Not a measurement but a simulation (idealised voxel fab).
Process module name: voxel capacitor over wiring
Cross-section cut: width 240 nm, square cells of 5 nm.
Reading order for cross-sections: top band down to bottom band. Underlying form: a grid of square cells. Band size: one or more rows of cells.
Top height, bottom height, nm. Materials left to right, width each, nm. Single material + "throughout" = fills band edge to edge. "empty" = empty.
Below 0: as-received wafer, all one material; heights counted from there. Lowest band: no bottom, goes on down, written "from 0 down".
The two numbers in a width such as "30 to 40" mark its ends across the band: the first belongs to the top row of cells, the second to the bottom row, and from each row to the next the width moves by the same amount.
"same as before" for a step: no cell of the cross-section changed in that step.
Empty spaces without an open route to the top, at least 8 cells in extent, make up the entry "Unvented voids"; each is given as width x height at distance, where the distance is measured from the left edge, and all are in nm.
Formally, on a step line, whatever follows the settings is a remark that the simulator itself makes on the step.
You can add "overlay nm" to a step's line. For a step with a mask, it describes how far the mask lay to the right of its planned position, and a negative number describes a lay to the left.
Heads up before you read on: it's before/after pairs around one process step each, after side only down to the lowest band that changed, step plus settings under the pair. Pairs can be from different runs of this module, same starting wafer, so only chain a pair onto the one above if its "Pre-step section" entry says so.

PRE-STEP SECTION
* from 40 to 35 | SiCN throughout
* from 35 to 20 | SiCN 60  W 30  SiCN 60  W 30  SiCN 60
* from 20 to 15 | SiCN 60  TiN 30  SiCN 60  TiN 30  SiCN 60
* from 15 to 0 | SiO2 throughout
* from 0 down | Si throughout
* Unvented voids: none

AFTER
* from 60 to 40 | SiO2 throughout
* At heights below 40, the structure remains unaltered.
* Unvented voids: none
The structure goes from the before cross-section above to the after cross-section through DIRECTIONAL_DEP,material SiO2,thk nm 20

Pre-step section: The initial state for this step is given by the after cross-section of the immediately preceding pair.

AFTER
* from 70 to 60 | aC throughout
* At heights below 60, the structure remains unaltered.
* Unvented voids: none
The structure goes from the before cross-section above to the after cross-section through DIRECTIONAL_DEP,material aC,thk nm 10

Pre-step section: The initial state for this step is given by the after cross-section of the immediately preceding pair.

AFTER
* from 100 to 70 | resist 75  empty 15  resist 150
* At heights below 70, the structure remains unaltered.
* Unvented voids: none
The structure goes from the before cross-section above to the after cross-section through PATTERN,tone open,mask id PLUG_1,material resist,width nm 15,thk nm 30,overlay nm 0

Pre-step section: The initial state for this step is given by the after cross-section of the immediately preceding pair.

AFTER
* from 90 to 70 | resist 75  empty 15  resist 150
* from 70 to 60 | aC 75  empty 15  aC 150
* At heights below 60, the structure remains unaltered.
* Unvented voids: none
The structure goes from the before cross-section above to the after cross-section through DIRECTIONAL_ETCH,etch materials aC,depth nm 10

Pre-step section: The initial state for this step is given by the after cross-section of the immediately preceding pair.

AFTER
* from 70 to 60 | aC 75  empty 15  aC 150
* At heights below 60, the structure remains unaltered.
* Unvented voids: none
The structure goes from the before cross-section above to the after cross-section through STRIP,etch materials resist

Pre-step section: The initial state for this step is given by the after cross-section of the immediately preceding pair.

AFTER
* from 70 to 60 | aC 75  empty 15  aC 150
* from 60 to 40 | SiO2 75  empty 15  SiO2 150
* At heights below 40, the structure remains unaltered.
* Unvented voids: none
The structure goes from the before cross-section above to the after cross-section through DIRECTIONAL_ETCH,etch materials SiO2,depth nm 20

Pre-step section: The initial state for this step is given by the after cross-section of the immediately preceding pair.

AFTER
* from 70 to 60 | aC 75  empty 15  aC 150
* from 60 to 40 | SiO2 75  empty 15  SiO2 150
* from 40 to 35 | SiCN 75  empty 15  SiCN 150
* At heights below 35, the structure remains unaltered.
* Unvented voids: none
The structure goes from the before cross-section above to the after cross-section through DIRECTIONAL_ETCH,etch materials SiCN,depth nm 5

Pre-step section: The initial state for this step is given by the after cross-section of the immediately preceding pair.

AFTER
* from 60 to 40 | SiO2 75  empty 15  SiO2 150
* At heights below 40, the structure remains unaltered.
* Unvented voids: none
The structure goes from the before cross-section above to the after cross-section through STRIP,etch materials aC

Pre-step section: The initial state for this step is given by the after cross-section of the immediately preceding pair.

AFTER
* from 60 to 45 | SiO2 75  empty 15  SiO2 150
* from 45 to 40 | SiO2 75  Ru 15  SiO2 150
* from 40 to 35 | SiCN 75  Ru 15  SiCN 150
* At heights below 35, the structure remains unaltered.
* Unvented voids: none
The structure goes from the before cross-section above to the after cross-section through EPI,material Ru,thk nm 10

Pre-step section: The initial state for this step is given by the after cross-section of the immediately preceding pair.

AFTER
* from 60 to 55 | SiO2 75  empty 15  SiO2 150
* from 55 to 40 | SiO2 75  Ru 15  SiO2 150
* At heights below 40, the structure remains unaltered.
* Unvented voids: none
The structure goes from the before cross-section above to the after cross-section through EPI,material Ru,thk nm 10

Pre-step section: The initial state for this step is given by the after cross-section of the immediately preceding pair.

AFTER
* from 60 to 40 | SiO2 75  Ru 15  SiO2 150
* At heights below 40, the structure remains unaltered.
* Unvented voids: none
The structure goes from the before cross-section above to the after cross-section through EPI,material Ru,thk nm 5

Pre-step section: The initial state for this step is given by the after cross-section of the immediately preceding pair.

AFTER
* from 65 to 60 | TiN throughout
* At heights below 60, the structure remains unaltered.
* Unvented voids: none
The structure goes from the before cross-section above to the after cross-section through DIRECTIONAL_DEP,material TiN,thk nm 5

Pre-step section: The initial state for this step is given by the after cross-section of the immediately preceding pair.

AFTER
* from 70 to 65 | SiN throughout
* At heights below 65, the structure remains unaltered.
* Unvented voids: none
The structure goes from the before cross-section above to the after cross-section through DIRECTIONAL_DEP,material SiN,thk nm 5

Pre-step section: The initial state for this step is given by the after cross-section of the immediately preceding pair.

AFTER
* from 75 to 70 | TiN throughout
* At heights below 70, the structure remains unaltered.
* Unvented voids: none
The structure goes from the before cross-section above to the after cross-section through DIRECTIONAL_DEP,material TiN,thk nm 5

Pre-step section: The initial state for this step is given by the after cross-section of the immediately preceding pair.

AFTER
* from 75 to 70 | empty 75  TiN 65  empty 100
* At heights below 70, the structure remains unaltered.
* Unvented voids: none
The structure goes from the before cross-section above to the after cross-section through MASKED_ETCH,tone cover,mask id UPPER_PLATE,width nm 65,etch materials TiN,depth nm 5,overlay nm 0

Pre-step section: The initial state for this step is given by the after cross-section of the immediately preceding pair.

AFTER
* from 75 to 70 | empty 75  TiN 65  empty 100
* from 70 to 65 | empty 75  SiN 65  empty 100
* At heights below 65, the structure remains unaltered.
* Unvented voids: none
The structure goes from the before cross-section above to the after cross-section through MASKED_ETCH,tone cover,mask id UPPER_PLATE,width nm 65,etch materials SiN,depth nm 5,overlay nm 0

Pre-step section: The initial state for this step is given by the after cross-section of the immediately preceding pair.

AFTER
* from 75 to 70 | empty 75  TiN 65  empty 100
* from 70 to 65 | empty 75  SiN 65  empty 100
* from 65 to 60 | empty 70  TiN 75  empty 95
* At heights below 60, the structure remains unaltered.
* Unvented voids: none
The structure goes from the before cross-section above to the after cross-section through MASKED_ETCH,tone cover,mask id LOWER_PLATE,width nm 75,etch materials TiN,depth nm 5,overlay nm 0

Pre-step section: The initial state for this step is given by the after cross-section of the immediately preceding pair.

AFTER
* from 95 to 75 | SiO2 throughout
* from 75 to 70 | SiO2 75  TiN 65  SiO2 100
* from 70 to 65 | SiO2 75  SiN 65  SiO2 100
* from 65 to 60 | SiO2 70  TiN 75  SiO2 95
* At heights below 60, the structure remains unaltered.
* Unvented voids: none
The structure goes from the before cross-section above to the after cross-section through FILL_DEP,material SiO2,thk nm 20

Pre-step section: The initial state for this step is given by the after cross-section of the immediately preceding pair.

AFTER
* from 90 to 75 | SiO2 throughout
* At heights below 75, the structure remains unaltered.
* Unvented voids: none
The structure goes from the before cross-section above to the after cross-section through CMP,height nm 90

Pre-step section: The initial state for this step is given by the after cross-section of the immediately preceding pair.

AFTER
* from 100 to 90 | aC throughout
* At heights below 90, the structure remains unaltered.
* Unvented voids: none
The structure goes from the before cross-section above to the after cross-section through DIRECTIONAL_DEP,material aC,thk nm 10

Pre-step section: The initial state for this step is given by the after cross-section of the immediately preceding pair.

AFTER
* from 130 to 100 | resist 85  empty 15  resist 140
* At heights below 100, the structure remains unaltered.
* Unvented voids: none
The structure goes from the before cross-section above to the after cross-section through PATTERN,tone open,mask id PLUG_2,material resist,width nm 15,thk nm 30,overlay nm 0

Pre-step section: The initial state for this step is given by the after cross-section of the immediately preceding pair.

AFTER
* from 120 to 100 | resist 85  empty 15  resist 140
* from 100 to 90 | aC 85  empty 15  aC 140
* At heights below 90, the structure remains unaltered.
* Unvented voids: none
The structure goes from the before cross-section above to the after cross-section through DIRECTIONAL_ETCH,etch materials aC,depth nm 10

Pre-step section: The initial state for this step is given by the after cross-section of the immediately preceding pair.

AFTER
* from 100 to 90 | aC 85  empty 15  aC 140
* At heights below 90, the structure remains unaltered.
* Unvented voids: none
The structure goes from the before cross-section above to the after cross-section through STRIP,etch materials resist

Pre-step section: The initial state for this step is given by the after cross-section of the immediately preceding pair.

AFTER
* from 100 to 90 | aC 85  empty 15  aC 140
* from 90 to 75 | SiO2 85  empty 15  SiO2 140
* At heights below 75, the structure remains unaltered.
* Unvented voids: none
The structure goes from the before cross-section above to the after cross-section through DIRECTIONAL_ETCH,etch materials SiO2,depth nm 15

Pre-step section: The initial state for this step is given by the after cross-section of the immediately preceding pair.

AFTER
* from 90 to 75 | SiO2 85  empty 15  SiO2 140
* At heights below 75, the structure remains unaltered.
* Unvented voids: none
The structure goes from the before cross-section above to the after cross-section through STRIP,etch materials aC

Pre-step section: The initial state for this step is given by the after cross-section of the immediately preceding pair.

AFTER
* from 95 to 90 | TiN 90  empty 5  TiN 145
* from 90 to 80 | SiO2 85  TiN 5  empty 5  TiN 5  SiO2 140
* from 80 to 70 | SiO2 85 to 75  TiN 15 to 65  SiO2 140 to 100
* At heights below 70, the structure remains unaltered.
* Unvented voids: none
The structure goes from the before cross-section above to the after cross-section through CONFORMAL_DEP,material TiN,thk nm 5

Pre-step section: The initial state for this step is given by the after cross-section of the immediately preceding pair.

AFTER
* from 100 to 95 | W throughout
* from 95 to 90 | TiN 90  W 5  TiN 145
* from 90 to 80 | SiO2 85  TiN 5  W 5  TiN 5  SiO2 140
* At heights below 80, the structure remains unaltered.
* Unvented voids: none
The structure goes from the before cross-section above to the after cross-section through FILL_DEP,material W,thk nm 5

Pre-step section: The initial state for this step is given by the after cross-section of the immediately preceding pair.

AFTER
* from 90 to 80 | SiO2 85  TiN 5  W 5  TiN 5  SiO2 140
* At heights below 80, the structure remains unaltered.
* Unvented voids: none
The structure goes from the before cross-section above to the after cross-section through CMP,height nm 90

Pre-step section: The initial state for this step is given by the after cross-section of the immediately preceding pair.

AFTER
* from 95 to 90 | SiCN throughout
* At heights below 90, the structure remains unaltered.
* Unvented voids: none
The structure goes from the before cross-section above to the after cross-section through CONFORMAL_DEP,material SiCN,thk nm 5

PRE-STEP SECTION
* from 70 to 60 | aC throughout
* from 60 to 40 | SiO2 throughout
* from 40 to 35 | SiCN throughout
* from 35 to 20 | SiO2 60  W 30  SiO2 60  W 30  SiO2 60
* from 20 to 15 | SiO2 60  TiN 30  SiO2 60  TiN 30  SiO2 60
* from 15 to 0 | SiO2 throughout
* from 0 down | Si throughout
* Unvented voids: none

AFTER
* from 100 to 70 | empty 75  resist 15  empty 150
* At heights below 70, the structure remains unaltered.
* Unvented voids: none
The structure goes from the before cross-section above to the after cross-section through PATTERN,tone cover,mask id PLUG_1,material resist,width nm 15,thk nm 30,overlay nm 0

Pre-step section: The initial state for this step is given by the after cross-section of the immediately preceding pair.

AFTER
* from 90 to 70 | empty 75  resist 15  empty 150
* from 70 to 60 | empty 75  aC 15  empty 150
* At heights below 60, the structure remains unaltered.
* Unvented voids: none
The structure goes from the before cross-section above to the after cross-section through DIRECTIONAL_ETCH,etch materials aC,depth nm 10

Pre-step section: The initial state for this step is given by the after cross-section of the immediately preceding pair.

AFTER
* from 70 to 60 | empty 75  aC 15  empty 150
* At heights below 60, the structure remains unaltered.
* Unvented voids: none
The structure goes from the before cross-section above to the after cross-section through STRIP,etch materials resist

Pre-step section: The initial state for this step is given by the after cross-section of the immediately preceding pair.

AFTER
* from 70 to 60 | empty 75  aC 15  empty 150
* from 60 to 40 | empty 75  SiO2 15  empty 150
* At heights below 40, the structure remains unaltered.
* Unvented voids: none
The structure goes from the before cross-section above to the after cross-section through DIRECTIONAL_ETCH,etch materials SiO2,depth nm 20

Pre-step section: The initial state for this step is given by the after cross-section of the immediately preceding pair.

AFTER
* from 70 to 60 | empty 75  aC 15  empty 150
* from 60 to 40 | empty 75  SiO2 15  empty 150
* from 40 to 35 | empty 75  SiCN 15  empty 150
* At heights below 35, the structure remains unaltered.
* Unvented voids: none
The structure goes from the before cross-section above to the after cross-section through DIRECTIONAL_ETCH,etch materials SiCN,depth nm 5

Pre-step section: The initial state for this step is given by the after cross-section of the immediately preceding pair.

AFTER
* from 60 to 40 | empty 75  SiO2 15  empty 150
* At heights below 40, the structure remains unaltered.
* Unvented voids: none
The structure goes from the before cross-section above to the after cross-section through STRIP,etch materials aC

Pre-step section: The initial state for this step is given by the after cross-section of the immediately preceding pair.

AFTER
* from 60 to 45 | empty 75  SiO2 15  empty 150
* from 45 to 40 | empty 50  Ru 25  SiO2 15  empty 50  Ru 50  empty 50
* from 40 to 35 | empty 50  Ru 25  SiCN 15  empty 50  Ru 50  empty 50
* At heights below 35, the structure remains unaltered.
* Unvented voids: none
The structure goes from the before cross-section above to the after cross-section through EPI,material Ru,thk nm 10

Pre-step section: The initial state for this step is given by the after cross-section of the immediately preceding pair.

AFTER
* from 60 to 55 | empty 75  SiO2 15  empty 150
* from 55 to 40 | empty 40  Ru 35  SiO2 15  empty 40  Ru 70  empty 40
* from 40 to 35 | empty 40  Ru 35  SiCN 15  empty 40  Ru 70  empty 40
* At heights below 35, the structure remains unaltered.
* Unvented voids: none
The structure goes from the before cross-section above to the after cross-section through EPI,material Ru,thk nm 10

Pre-step section: The initial state for this step is given by the after cross-section of the immediately preceding pair.

AFTER
* from 60 to 40 | empty 35  Ru 40  SiO2 15  empty 35  Ru 80  empty 35
* from 40 to 35 | empty 35  Ru 40  SiCN 15  empty 35  Ru 80  empty 35
* At heights below 35, the structure remains unaltered.
* Unvented voids: none
The structure goes from the before cross-section above to the after cross-section through EPI,material Ru,thk nm 5

Pre-step section: The initial state for this step is given by the after cross-section of the immediately preceding pair.

AFTER
* from 65 to 60 | empty 35  TiN 55  empty 35  TiN 80  empty 35
* from 60 to 40 | empty 35  Ru 40  SiO2 15  empty 35  Ru 80  empty 35
* from 40 to 35 | TiN 35  Ru 40  SiCN 15  TiN 35  Ru 80  TiN 35
* At heights below 35, the structure remains unaltered.
* Unvented voids: none
The structure goes from the before cross-section above to the after cross-section through DIRECTIONAL_DEP,material TiN,thk nm 5

Pre-step section: The initial state for this step is given by the after cross-section of the immediately preceding pair.

AFTER
* from 70 to 65 | empty 35  SiN 55  empty 35  SiN 80  empty 35
* from 65 to 60 | empty 35  TiN 55  empty 35  TiN 80  empty 35
* from 60 to 45 | empty 35  Ru 40  SiO2 15  empty 35  Ru 80  empty 35
* from 45 to 40 | SiN 35  Ru 40  SiO2 15  SiN 35  Ru 80  SiN 35
* At heights below 40, the structure remains unaltered.
* Unvented voids: none
The structure goes from the before cross-section above to the after cross-section through DIRECTIONAL_DEP,material SiN,thk nm 5

Pre-step section: The initial state for this step is given by the after cross-section of the immediately preceding pair.

AFTER
* from 75 to 70 | empty 35  TiN 55  empty 35  TiN 80  empty 35
* from 70 to 65 | empty 35  SiN 55  empty 35  SiN 80  empty 35
* from 65 to 60 | empty 35  TiN 55  empty 35  TiN 80  empty 35
* from 60 to 50 | empty 35  Ru 40  SiO2 15  empty 35  Ru 80  empty 35
* from 50 to 45 | TiN 35  Ru 40  SiO2 15  TiN 35  Ru 80  TiN 35
* At heights below 45, the structure remains unaltered.
* Unvented voids: none
The structure goes from the before cross-section above to the after cross-section through DIRECTIONAL_DEP,material TiN,thk nm 5

Pre-step section: The initial state for this step is given by the after cross-section of the immediately preceding pair.

AFTER
* from 75 to 70 | empty 75  TiN 15  empty 35  TiN 15  empty 100
* from 70 to 65 | empty 35  SiN 55  empty 35  SiN 80  empty 35
* from 65 to 60 | empty 35  TiN 55  empty 35  TiN 80  empty 35
* from 60 to 50 | empty 35  Ru 40  SiO2 15  empty 35  Ru 80  empty 35
* from 50 to 45 | empty 35  Ru 40  SiO2 15  TiN 35  Ru 80  empty 35
* At heights below 45, the structure remains unaltered.
* Unvented voids: none
The structure goes from the before cross-section above to the after cross-section through MASKED_ETCH,tone cover,mask id UPPER_PLATE,width nm 65,etch materials TiN,depth nm 5,overlay nm 0

Pre-step section: The initial state for this step is given by the after cross-section of the immediately preceding pair.

AFTER
* from 75 to 70 | empty 75  TiN 15  empty 35  TiN 15  empty 100
* from 70 to 65 | empty 75  SiN 15  empty 35  SiN 15  empty 100
* from 65 to 60 | empty 35  TiN 55  empty 35  TiN 80  empty 35
* from 60 to 50 | empty 35  Ru 40  SiO2 15  empty 35  Ru 80  empty 35
* from 50 to 45 | empty 35  Ru 40  SiO2 15  TiN 35  Ru 80  empty 35
* from 45 to 40 | empty 35  Ru 40  SiO2 15  SiN 35  Ru 80  empty 35
* At heights below 40, the structure remains unaltered.
* Unvented voids: none
The structure goes from the before cross-section above to the after cross-section through MASKED_ETCH,tone cover,mask id UPPER_PLATE,width nm 65,etch materials SiN,depth nm 5,overlay nm 0

Pre-step section: The initial state for this step is given by the after cross-section of the immediately preceding pair.

AFTER
* from 75 to 70 | empty 75  TiN 15  empty 35  TiN 15  empty 100
* from 70 to 65 | empty 75  SiN 15  empty 35  SiN 15  empty 100
* from 65 to 60 | empty 70  TiN 20  empty 35  TiN 20  empty 95
* from 60 to 50 | empty 35  Ru 40  SiO2 15  empty 35  Ru 80  empty 35
* from 50 to 45 | empty 35  Ru 40  SiO2 15  TiN 35  Ru 80  empty 35
* from 45 to 40 | empty 35  Ru 40  SiO2 15  SiN 35  Ru 80  empty 35
* from 40 to 35 | empty 35  Ru 40  SiCN 15  TiN 35  Ru 80  empty 35
* At heights below 35, the structure remains unaltered.
* Unvented voids: none
The structure goes from the before cross-section above to the after cross-section through MASKED_ETCH,tone cover,mask id LOWER_PLATE,width nm 75,etch materials TiN,depth nm 5,overlay nm 0

Pre-step section: The initial state for this step is given by the after cross-section of the immediately preceding pair.

AFTER
* from 95 to 75 | SiO2 throughout
* from 75 to 70 | SiO2 75  TiN 15  SiO2 35  TiN 15  SiO2 100
* from 70 to 65 | SiO2 75  SiN 15  SiO2 35  SiN 15  SiO2 100
* from 65 to 60 | SiO2 70  TiN 20  SiO2 35  TiN 20  SiO2 95
* from 60 to 50 | SiO2 35  Ru 40  SiO2 50  Ru 80  SiO2 35
* from 50 to 45 | SiO2 35  Ru 40  SiO2 15  TiN 35  Ru 80  SiO2 35
* from 45 to 40 | SiO2 35  Ru 40  SiO2 15  SiN 35  Ru 80  SiO2 35
* from 40 to 35 | SiO2 35  Ru 40  SiCN 15  TiN 35  Ru 80  SiO2 35
* At heights below 35, the structure remains unaltered.
* Unvented voids: none
The structure goes from the before cross-section above to the after cross-section through FILL_DEP,material SiO2,thk nm 20

Pre-step section: The initial state for this step is given by the after cross-section of the immediately preceding pair.

AFTER
* from 90 to 75 | SiO2 throughout
* At heights below 75, the structure remains unaltered.
* Unvented voids: none
The structure goes from the before cross-section above to the after cross-section through CMP,height nm 90

Pre-step section: The initial state for this step is given by the after cross-section of the immediately preceding pair.

AFTER
* from 100 to 90 | aC throughout
* At heights below 90, the structure remains unaltered.
* Unvented voids: none
The structure goes from the before cross-section above to the after cross-section through DIRECTIONAL_DEP,material aC,thk nm 10

Pre-step section: The initial state for this step is given by the after cross-section of the immediately preceding pair.

AFTER
* from 130 to 100 | resist 85  empty 15  resist 140
* At heights below 100, the structure remains unaltered.
* Unvented voids: none
The structure goes from the before cross-section above to the after cross-section through PATTERN,tone open,mask id PLUG_2,material resist,width nm 15,thk nm 30,overlay nm 0

Pre-step section: The initial state for this step is given by the after cross-section of the immediately preceding pair.

AFTER
* from 120 to 100 | resist 85  empty 15  resist 140
* from 100 to 90 | aC 85  empty 15  aC 140
* At heights below 90, the structure remains unaltered.
* Unvented voids: none
The structure goes from the before cross-section above to the after cross-section through DIRECTIONAL_ETCH,etch materials aC,depth nm 10

Pre-step section: The initial state for this step is given by the after cross-section of the immediately preceding pair.

AFTER
* from 100 to 90 | aC 85  empty 15  aC 140
* At heights below 90, the structure remains unaltered.
* Unvented voids: none
The structure goes from the before cross-section above to the after cross-section through STRIP,etch materials resist

Pre-step section: The initial state for this step is given by the after cross-section of the immediately preceding pair.

AFTER
* from 100 to 90 | aC 85  empty 15  aC 140
* from 90 to 75 | SiO2 85  empty 15  SiO2 140
* At heights below 75, the structure remains unaltered.
* Unvented voids: none
The structure goes from the before cross-section above to the after cross-section through DIRECTIONAL_ETCH,etch materials SiO2,depth nm 15

Pre-step section: The initial state for this step is given by the after cross-section of the immediately preceding pair.

AFTER
* from 90 to 75 | SiO2 85  empty 15  SiO2 140
* At heights below 75, the structure remains unaltered.
* Unvented voids: none
The structure goes from the before cross-section above to the after cross-section through STRIP,etch materials aC

Pre-step section: The initial state for this step is given by the after cross-section of the immediately preceding pair.

AFTER
* from 95 to 90 | TiN 90  empty 5  TiN 145
* from 90 to 80 | SiO2 85  TiN 5  empty 5  TiN 5  SiO2 140
* from 80 to 75 | SiO2 85  TiN 15  SiO2 140
* At heights below 75, the structure remains unaltered.
* Unvented voids: none
The structure goes from the before cross-section above to the after cross-section through CONFORMAL_DEP,material TiN,thk nm 5

Pre-step section: The initial state for this step is given by the after cross-section of the immediately preceding pair.

AFTER
* from 100 to 95 | W throughout
* from 95 to 90 | TiN 90  W 5  TiN 145
* from 90 to 80 | SiO2 85  TiN 5  W 5  TiN 5  SiO2 140
* At heights below 80, the structure remains unaltered.
* Unvented voids: none
The structure goes from the before cross-section above to the after cross-section through FILL_DEP,material W,thk nm 5

Pre-step section: The initial state for this step is given by the after cross-section of the immediately preceding pair.

AFTER
* from 90 to 80 | SiO2 85  TiN 5  W 5  TiN 5  SiO2 140
* At heights below 80, the structure remains unaltered.
* Unvented voids: none
The structure goes from the before cross-section above to the after cross-section through CMP,height nm 90

Pre-step section: The initial state for this step is given by the after cross-section of the immediately preceding pair.

AFTER
* from 95 to 90 | SiCN throughout
* At heights below 90, the structure remains unaltered.
* Unvented voids: none
The structure goes from the before cross-section above to the after cross-section through CONFORMAL_DEP,material SiCN,thk nm 5
